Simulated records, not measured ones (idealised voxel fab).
Herein follows the process module entitled voxel spacer lines.
Square cell edge 5 nm, section width 180 nm, ID cut.
A cross-section is written here as square cells arranged in a grid, and it is given in bands from the top down, each band taking up one or more rows of cells.
The band entry comprises the height of the band's top followed by the height of its bottom, expressed in nm, and subsequently the band's materials from left to right, each stated together with its width in nm. Where a single material is marked with the word "full width", that material fills the band from edge to edge. The word "blank" represents empty space.
Zero point of the height axis is 0; under it, received wafer = one material. Lowest band: continues down indefinitely, "0..down".
Top row gets the first number, bottom row gets the second, and each row in between changes by the same step: that is how a band width like "30..40" works.
Take "nothing altered" at face value: in the step it is given for, the cross-section changed in none of its cells.
"Catalogued sealed voids" contains a list of empty spaces, each no smaller than 8 cells and without an open way to the top, written in the form width x height at distance with the distance from the left edge and all three in nm.
Read whatever lies past the settings on a step's line as the simulator's own remark about the step.
A step line may carry the setting "overlay nm", which, for steps involving a mask, states the distance by which the mask lay to the right of its intended position; negative values denote displacement to the left.

Steps planned for the process
| 1 | RECEIVE with material Si |
| 2 | CONFORMAL_DEP with material Al2O3, thk nm 10 |
| 3 | DIRECTIONAL_DEP with material TiN, thk nm 10 |
| 4 | DIRECTIONAL_DEP with material aC, thk nm 30 |
| 5 | PATTERN with tone cover, mask id MANDREL, material resist, width nm 25, pitch nm 70, thk nm 35, overlay nm 0 |
| 6 | DIRECTIONAL_ETCH with etch materials aC, depth nm 30 |
| 7 | STRIP with etch materials resist |
| 8 | CONFORMAL_DEP with material SiN, thk nm 10 |
| 9 | DIRECTIONAL_ETCH with etch materials SiN, depth nm 10 |
| 10 | STRIP with etch materials aC |
| 11 | DIRECTIONAL_ETCH with etch materials TiN, depth nm 10 |
| 12 | STRIP with etch materials SiN |
| 13 | FILL_DEP with material lowk, thk nm 10 |
| 14 | CMP with height nm 20 |

Cross-section: wafer on arrival = after step 1
- 0..down | Si full width
- Catalogued sealed voids: none

Starting structure and process plan are as shown above, but one mistake was made in running the module; the wafer cross-section at the end of the module follows
- 20..10 | 35 lowk | 10 TiN | 20 lowk | 10 TiN | 30 lowk | 10 TiN | 20 lowk | 10 TiN | 35 lowk
- 10..0 | Al2O3 full width
- 0..down | Si full width
- Catalogued sealed voids: none
Which mistake was made when the wafer was run? so step 5 ended up running with a different setting than we planned, it ran as PATTERN with tone cover, mask id MANDREL, material resist, width nm 20, pitch nm 70, thk nm 35, overlay nm 0
